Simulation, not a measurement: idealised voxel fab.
The document below concerns the process module designated voxel capacitor over wiring.
Each square cell in cross-section cut measures 5 nm, and the section as a whole is 165 nm wide.
Format of a cross-section: grid, square cells. Given as bands. Order: top down. Band: one or more rows of cells.
Each band's line starts with the height of the band's top and of its bottom, in nm. Then come its materials from left to right, each with its width in nm. One material with "throughout" fills the band from edge to edge. "empty" is empty space.
Convention: height 0 is the level below which the wafer, as received, is all one material. The lowest band does not terminate at the bottom but continues downward, represented as "0 down".
The two numbers in a width such as "30->40" mark its ends across the band: the first belongs to the top row of cells, the second to the bottom row, and from each row to the next the width moves by the same amount.
What does "nothing altered" mean for a step? It means no cell of the cross-section changed in that step.
The label "Closed void entries" introduces a list of the empty spaces, 8 cells or larger, that have no open way up to the top; each entry in it reads width x height at distance, where the distance is taken from the left edge and all three are stated in nm.
after a step's settings: what the simulator itself notes on the step
"overlay nm" on a masked step: distance the mask lay right of its planned place, negative for left.

**Steps planned for the process**
step 1: op RECEIVE | material Si
step 2: op CONFORMAL_DEP | material SiO2 | thk nm 15
step 3: op CONFORMAL_DEP | material SiN | thk nm 5
step 4: op DIRECTIONAL_DEP | material SiO2 | thk nm 25
step 5: op PATTERN | tone open | mask id METAL_1 | material resist | width nm 20 | pitch nm 75 | thk nm 20 | overlay nm 0
step 6: op DIRECTIONAL_ETCH | etch materials SiO2 | depth nm 25
step 7: op DIRECTIONAL_ETCH | etch materials SiN | depth nm 5
step 8: op STRIP | etch materials resist
step 9: op CONFORMAL_DEP | material TiN | thk nm 5
step 10: op FILL_DEP | material Ru | thk nm 5
step 11: op CMP | height nm 45
step 12: op EPI | material Ru | thk nm 5
step 13: op FILL_DEP | material SiCN | thk nm 5
step 14: op DIRECTIONAL_DEP | material SiO2 | thk nm 20
step 15: op MASKED_ETCH | tone open | mask id PLUG_1 | width nm 15 | etch materials SiO2 | depth nm 20 | overlay nm 0
step 16: op MASKED_ETCH | tone open | mask id PLUG_1 | width nm 15 | etch materials SiCN | depth nm 5 | overlay nm 0
step 17: op EPI | material Ru | thk nm 10
step 18: op EPI | material Ru | thk nm 10
step 19: op EPI | material Ru | thk nm 5
step 20: op DIRECTIONAL_DEP | material TiN | thk nm 5
step 21: op DIRECTIONAL_DEP | material SiN | thk nm 5
step 22: op DIRECTIONAL_DEP | material TiN | thk nm 5
step 23: op DIRECTIONAL_DEP | material aC | thk nm 15
step 24: op PATTERN | tone cover | mask id UPPER_PLATE | material resist | width nm 60 | thk nm 30 | overlay nm 0
step 25: op DIRECTIONAL_ETCH | etch materials aC | depth nm 15
step 26: op STRIP | etch materials resist
step 27: op DIRECTIONAL_ETCH | etch materials TiN | depth nm 5
step 28: op DIRECTIONAL_ETCH | etch materials SiN | depth nm 5
step 29: op STRIP | etch materials aC
step 30: op MASKED_ETCH | tone cover | mask id LOWER_PLATE | width nm 70 | etch materials TiN | depth nm 5 | overlay nm 0
step 31: op FILL_DEP | material SiO2 | thk nm 20
step 32: op CMP | height nm 105
step 33: op DIRECTIONAL_DEP | material aC | thk nm 15
step 34: op PATTERN | tone open | mask id PLUG_2 | material resist | width nm 15 | thk nm 35 | overlay nm 0
step 35: op DIRECTIONAL_ETCH | etch materials aC | depth nm 15
step 36: op STRIP | etch materials resist
step 37: op DIRECTIONAL_ETCH | etch materials SiO2 | depth nm 15
step 38: op STRIP | etch materials aC
step 39: op CONFORMAL_DEP | material TiN | thk nm 5
step 40: op FILL_DEP | material Ru | thk nm 5
step 41: op CMP | height nm 105
step 42: op CONFORMAL_DEP | material SiN | thk nm 5

**Cross-section, incoming material, after step 1**
	0 down  Si throughout
	Closed void entries: none

**First of two wafers at the end of the module, shown in cross-section; run carried out as planned**
	110 to 105  SiN throughout
	105 to 95  50 SiO2, 5 TiN, 5 Ru, 5 TiN, 100 SiO2
	95 to 85  50->40 SiO2, 15->60 TiN, 100->65 SiO2
	85 to 80  40 SiO2, 60 SiN, 65 SiO2
	80 to 75  35 SiO2, 70 TiN, 60 SiO2
	75 to 55  40 SiO2, 15 Ru, 110 SiO2
	55 to 50  40 SiCN, 15 Ru, 110 SiCN
	50 to 45  30 SiCN, 30 Ru, 45 SiCN, 30 Ru, 30 SiCN
	45 to 20  35 SiO2, 5 TiN, 10 Ru, 5 TiN, 55 SiO2, 5 TiN, 10 Ru, 5 TiN, 35 SiO2
	20 to 15  35 SiN, 20 TiN, 55 SiN, 20 TiN, 35 SiN
	15 to 0  SiO2 throughout
	0 down  Si throughout
	Closed void entries: none

**Second of two wafers, module complete, sectioned: it shares the first wafer's start and plan but was run with one mistake**
	105 to 100  SiN throughout
	100 to 95  50 SiO2, 5 TiN, 5 Ru, 5 TiN, 100 SiO2
	95 to 85  50->40 SiO2, 15->60 TiN, 100->65 SiO2
	85 to 80  40 SiO2, 60 SiN, 65 SiO2
	80 to 75  35 SiO2, 70 TiN, 60 SiO2
	75 to 55  40 SiO2, 15 Ru, 110 SiO2
	55 to 50  40 SiCN, 15 Ru, 110 SiCN
	50 to 45  30 SiCN, 30 Ru, 45 SiCN, 30 Ru, 30 SiCN
	45 to 20  35 SiO2, 5 TiN, 10 Ru, 5 TiN, 55 SiO2, 5 TiN, 10 Ru, 5 TiN, 35 SiO2
	20 to 15  35 SiN, 20 TiN, 55 SiN, 20 TiN, 35 SiN
	15 to 0  SiO2 throughout
	0 down  Si throughout
	Closed void entries: none
Heads up, the wafer didn't run the way we planned it: step 41 ran differently from the plan; actual operation with settings: op CMP | height nm 100
Per the end-of-run cell counts, the second wafer holds more or fewer of some materials than the first: 1 fewer of Ru | 30 fewer of SiO2 | 2 fewer of TiN
